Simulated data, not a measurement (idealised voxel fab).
Process module, titled voxel self aligned contacts
In the cross-section labelled cut, the width is 210 nm and each square cell is 5 nm.
Think of the cross-section as a grid of square cells. We describe it in bands, top to bottom, and each band covers one or more rows of those cells. Band entry format. Leading values: height of top, height of bottom, nm. Remainder: materials in left-to-right order, each with its width in nm. Special words: "full width" on a single material, which then fills the band edge to edge; "empty", empty space. Height datum 0, below which the as-received substrate wafer is one material. Lowest band open at the bottom, running downward: "top 0, no bottom". The width entry "30 to 40" should be interpreted row by row: the top row of cells in the band takes the first number, the bottom row takes the second number, and the change between adjacent rows is uniform throughout. Key: "nothing got changed" - step with no changed cell in the cross-section. Look at "Voids, sealed" for the closed voids: empty spaces with no open path to the top, sized 8 cells or up. Each is width x height at distance, distance from the left edge, all nm. Heads up: the bit after the settings on a step's line is the simulator's remark on that step. Steps that use a mask can have "overlay nm" on their line. It says how far the mask sat to the right of where it was meant to be. Negative means to the left.

## Intended process steps
1 RECEIVE | material Si
2 CONFORMAL_DEP | material SiO2 | thk nm 5
3 DIRECTIONAL_DEP | material polySi | thk nm 20
4 DIRECTIONAL_DEP | material SiN | thk nm 15
5 DIRECTIONAL_DEP | material aC | thk nm 10
6 PATTERN | tone cover | mask id GATE | material resist | width nm 35 | pitch nm 60 | thk nm 30 | overlay nm 0
7 DIRECTIONAL_ETCH | etch materials aC | depth nm 10
8 STRIP | etch materials resist
9 DIRECTIONAL_ETCH | etch materials SiN | depth nm 15
10 DIRECTIONAL_ETCH | etch materials polySi | depth nm 20
11 STRIP | etch materials aC
12 CONFORMAL_DEP | material SiN | thk nm 5
13 DIRECTIONAL_ETCH | etch materials SiN | depth nm 5
14 FILL_DEP | material SiO2 | thk nm 15
15 CMP | height nm 50
16 PATTERN | tone open | mask id CONTACT | material resist | width nm 35 | thk nm 20 | overlay nm 0
17 DIRECTIONAL_ETCH | etch materials SiO2 | depth nm 50
18 STRIP | etch materials resist
19 CONFORMAL_DEP | material TiN | thk nm 5
20 FILL_DEP | material W | thk nm 5
21 CMP | height nm 50
22 CONFORMAL_DEP | material SiN | thk nm 5

## Incoming wafer in cross-section (state: after step 1)
- top 0, no bottom: Si full width
- Voids, sealed: none

## One mistake in running the module, otherwise start and plan as above: cross-section at the end
- top 45, bottom 40: SiN full width
- top 40, bottom 25: SiO2: 50  SiN: 45  TiN: 5  W: 5  TiN: 5  SiN: 45  SiO2: 55
- top 25, bottom 5: SiO2: 50  SiN: 5  polySi: 35  SiN: 5  TiN: 5  W: 5  TiN: 5  SiN: 5  polySi: 35  SiN: 5  SiO2: 55
- top 5, bottom 0: SiO2: 95  TiN: 15  SiO2: 100
- top 0, no bottom: Si full width
- Voids, sealed: none
what went wrong: step 21 did not use the planned setting and instead ran as CMP | height nm 40
